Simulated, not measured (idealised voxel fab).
Herein follows the process module entitled voxel gate over fins.
We display cut, a cross-section 205 nm in width whose square cells are each 5 nm.
A cross-section is a grid of square cells, given in bands from the top down. A band is one or more rows of cells.
Top, bottom (nm), then materials left to right with widths (nm); lone material tagged "everywhere" fills the whole band edge to edge; "blank" = empty space.
Height reference: 0 = level under which incoming wafer is all one material. Lowest band: no bottom, runs on downward, e.g. "from 0 down".
The two numbers in a width such as "30 to 40" mark its ends across the band: the first belongs to the top row of cells, the second to the bottom row, and from each row to the next the width moves by the same amount.
Where a step carries "remains unaltered", the cross-section came out of it unchanged, cell for cell.
Any empty space of 8 cells or more lacking an open way to the top shows up in "Cavities, closed" as width x height at distance, distance from the left edge, in nm.
The remark found on a step's line after its settings is issued by the simulator itself and pertains to that step.
When a step includes a mask, the "overlay nm" setting on its line states how far to the right of its planned place that mask lay, and negative values state how far to the left.
Plan
1. op RECEIVE | material Si
2. op CONFORMAL_DEP | material SiN | thk nm 10
3. op DIRECTIONAL_DEP | material aC | thk nm 10
4. op PATTERN | tone cover | mask id FINS | material resist | width nm 15 | pitch nm 40 | thk nm 25 | overlay nm 0
5. op DIRECTIONAL_ETCH | etch materials aC | depth nm 10
6. op STRIP | etch materials resist
7. op DIRECTIONAL_ETCH | etch materials SiN | depth nm 10
8. op DIRECTIONAL_ETCH | etch materials Si | depth nm 40
9. op STRIP | etch materials aC
10. op OXIDIZE | depth nm 5
11. op FILL_DEP | material SiO2 | thk nm 15
12. op CMP | height nm 10
13. op SELECTIVE_ETCH | etch materials SiO2 | depth nm 20
14. op STRIP | etch materials SiN
15. op CONFORMAL_DEP | material HfO2 | thk nm 5
16. op CONFORMAL_DEP | material TiN | thk nm 5
17. op FILL_DEP | material W | thk nm 10
18. op CMP | height nm 15
19. op CONFORMAL_DEP | material SiCN | thk nm 5
Wafer at receipt (post step 1), cross-section
> from 0 down = Si everywhere
> Cavities, closed: none
Cross-sectional view of the first of the two wafers upon completion of the module, processed in accordance with the plan
> from 20 to 15 = SiCN everywhere
> from 15 to 10 = W everywhere
> from 10 to 5 = W: 30; TiN: 25; W: 15; TiN: 25; W: 15; TiN: 25; W: 15; TiN: 25; W: 30
> from 5 to 0 = W: 30; TiN: 5; HfO2: 15; TiN: 5; W: 15; TiN: 5; HfO2: 15; TiN: 5; W: 15; TiN: 5; HfO2: 15; TiN: 5; W: 15; TiN: 5; HfO2: 15; TiN: 5; W: 30
> from 0 to -5 = TiN: 35; HfO2: 5; Si: 5; HfO2: 5; TiN: 25; HfO2: 5; Si: 5; HfO2: 5; TiN: 25; HfO2: 5; Si: 5; HfO2: 5; TiN: 25; HfO2: 5; Si: 5; HfO2: 5; TiN: 35
> from -5 to -10 = HfO2: 40; Si: 5; HfO2: 35; Si: 5; HfO2: 35; Si: 5; HfO2: 35; Si: 5; HfO2: 40
> from -10 to -45 = SiO2: 40; Si: 5; SiO2: 35; Si: 5; SiO2: 35; Si: 5; SiO2: 35; Si: 5; SiO2: 40
> from -45 down = Si everywhere
> Cavities, closed: none
So this is wafer number two of the two, cut at the end of the module - it started where the first did and had the same plan, we just got one thing wrong running it
> from 20 to 15 = SiCN everywhere
> from 15 to 10 = W everywhere
> from 10 to 5 = TiN: 40; W: 5; TiN: 35; W: 5; TiN: 35; W: 5; TiN: 35; W: 5; TiN: 40
> from 5 to 0 = HfO2: 35; TiN: 5; W: 5; TiN: 5; HfO2: 25; TiN: 5; W: 5; TiN: 5; HfO2: 25; TiN: 5; W: 5; TiN: 5; HfO2: 25; TiN: 5; W: 5; TiN: 5; HfO2: 35
> from 0 to -5 = Si: 30; HfO2: 5; TiN: 15; HfO2: 5; Si: 15; HfO2: 5; TiN: 15; HfO2: 5; Si: 15; HfO2: 5; TiN: 15; HfO2: 5; Si: 15; HfO2: 5; TiN: 15; HfO2: 5; Si: 30
> from -5 to -10 = Si: 30; HfO2: 25; Si: 15; HfO2: 25; Si: 15; HfO2: 25; Si: 15; HfO2: 25; Si: 30
> from -10 to -45 = Si: 30; SiO2: 25; Si: 15; SiO2: 25; Si: 15; SiO2: 25; Si: 15; SiO2: 25; Si: 30
> from -45 down = Si everywhere
> Cavities, closed: none
Nonconformance to the process plan: in deviation from the planned setting, step 4 was conducted as op PATTERN | tone open | mask id FINS | material resist | width nm 15 | pitch nm 40 | thk nm 25 | overlay nm 0
at the end the second wafer has, in cells: 153 more of Si | 119 fewer of SiO2 | 34 fewer of W
